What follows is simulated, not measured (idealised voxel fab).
This is a process module. Its name is voxel tone inversion.
The cross-section shown here is cut; it is 165 nm wide and divided into square cells measuring 5 nm on a side.
Throughout this document, each cross-section is represented as a grid of square cells and is presented as a sequence of bands enumerated from the top downward, where a band comprises one or more rows of cells. Quick guide to a band line: top height, bottom height (nm) up front; then every material left to right with its width in nm. Only one material and it's marked "full width"? Then it fills the band edge to edge. And "empty" just means empty space. Ref level 0: as-received wafer is one material below here. Bottom band extends down with no lower bound ("0 -> down"). Width spec "30 to 40" -> top row of cells at first value, bottom row at second value, equal per-row change in between. What does "remained unchanged" mean for a step? It means no cell of the cross-section changed in that step. If an empty space has no open way to the top and is at least 8 cells in size, "Trapped voids" lists it, written width x height at distance, where distance is measured from the left edge and every value is in nm. Text after the settings on a step's line: the simulator's own remark on that step. overlay nm: how far to the right of its planned place the mask lay on this masked step (negative: to the left).

[Steps planned for the process]
1) RECEIVE, material Si
2) CONFORMAL_DEP, material SiCN, thk nm 10
3) DIRECTIONAL_DEP, material polySi, thk nm 15
4) PATTERN, tone cover, mask id POSTS, material resist, width nm 15, pitch nm 30, thk nm 20, overlay nm 0
5) DIRECTIONAL_ETCH, etch materials polySi, depth nm 15
6) STRIP, etch materials resist
7) FILL_DEP, material SiO2, thk nm 5
8) CMP, height nm 25
9) STRIP, etch materials polySi

[First of the two wafers, run per plan]

[Cross-section, incoming material, after step 1]
	0 -> down  Si full width
	Trapped voids: none

[So this is the wafer cross-section right after step 2]
	10 -> 0  SiCN full width
	Rest of section, below 0: as before.

[So this is the wafer cross-section right after step 3]
	25 -> 10  polySi full width
	Rest of section, below 10: as before.

[So this is the wafer cross-section right after step 4]
	45 -> 25  30 of empty / 15 of resist / 15 of empty / 15 of resist / 15 of empty / 15 of resist / 15 of empty / 15 of resist / 30 of empty
	Rest of section, below 25: as before.

[So this is the wafer cross-section right after step 5]
	45 -> 25  30 of empty / 15 of resist / 15 of empty / 15 of resist / 15 of empty / 15 of resist / 15 of empty / 15 of resist / 30 of empty
	25 -> 10  30 of empty / 15 of polySi / 15 of empty / 15 of polySi / 15 of empty / 15 of polySi / 15 of empty / 15 of polySi / 30 of empty
	Rest of section, below 10: as before.

[So this is the wafer cross-section right after step 6]
	25 -> 10  30 of empty / 15 of polySi / 15 of empty / 15 of polySi / 15 of empty / 15 of polySi / 15 of empty / 15 of polySi / 30 of empty
	Rest of section, below 10: as before.

[So this is the wafer cross-section right after step 7]
	30 -> 25  SiO2 full width
	25 -> 10  30 of SiO2 / 15 of polySi / 15 of SiO2 / 15 of polySi / 15 of SiO2 / 15 of polySi / 15 of SiO2 / 15 of polySi / 30 of SiO2
	Rest of section, below 10: as before.

[So this is the wafer cross-section right after step 8]
	25 -> 10  30 of SiO2 / 15 of polySi / 15 of SiO2 / 15 of polySi / 15 of SiO2 / 15 of polySi / 15 of SiO2 / 15 of polySi / 30 of SiO2
	Rest of section, below 10: as before.

[So this is the wafer cross-section right after step 9]
	25 -> 10  30 of SiO2 / 15 of empty / 15 of SiO2 / 15 of empty / 15 of SiO2 / 15 of empty / 15 of SiO2 / 15 of empty / 30 of SiO2
	Rest of section, below 10: as before.

[The Second Wafer: Common Origin and Plan, One Mistake in Execution, Identical to the First Through Step 7]

[Cross-section, second wafer, at the end time the plan gives for step 8]
	25 -> 10  30 of SiO2 / 15 of polySi / 15 of SiO2 / 15 of polySi / 15 of SiO2 / 15 of polySi / 15 of SiO2 / 15 of polySi / 30 of SiO2
	Rest of section, below 10: as before.

[Cross-section, second wafer, at the end time the plan gives for step 9]
	25 -> 10  30 of SiO2 / 15 of empty / 15 of SiO2 / 15 of empty / 15 of SiO2 / 15 of empty / 15 of SiO2 / 15 of empty / 30 of SiO2
	Rest of section, below 10: as before.
What went wrong in running the wafer? in the plan, step 8 was performed twice
The two wafers wind up with the same cross-section at the end, so whatever this model computes is the same despite the mistake.
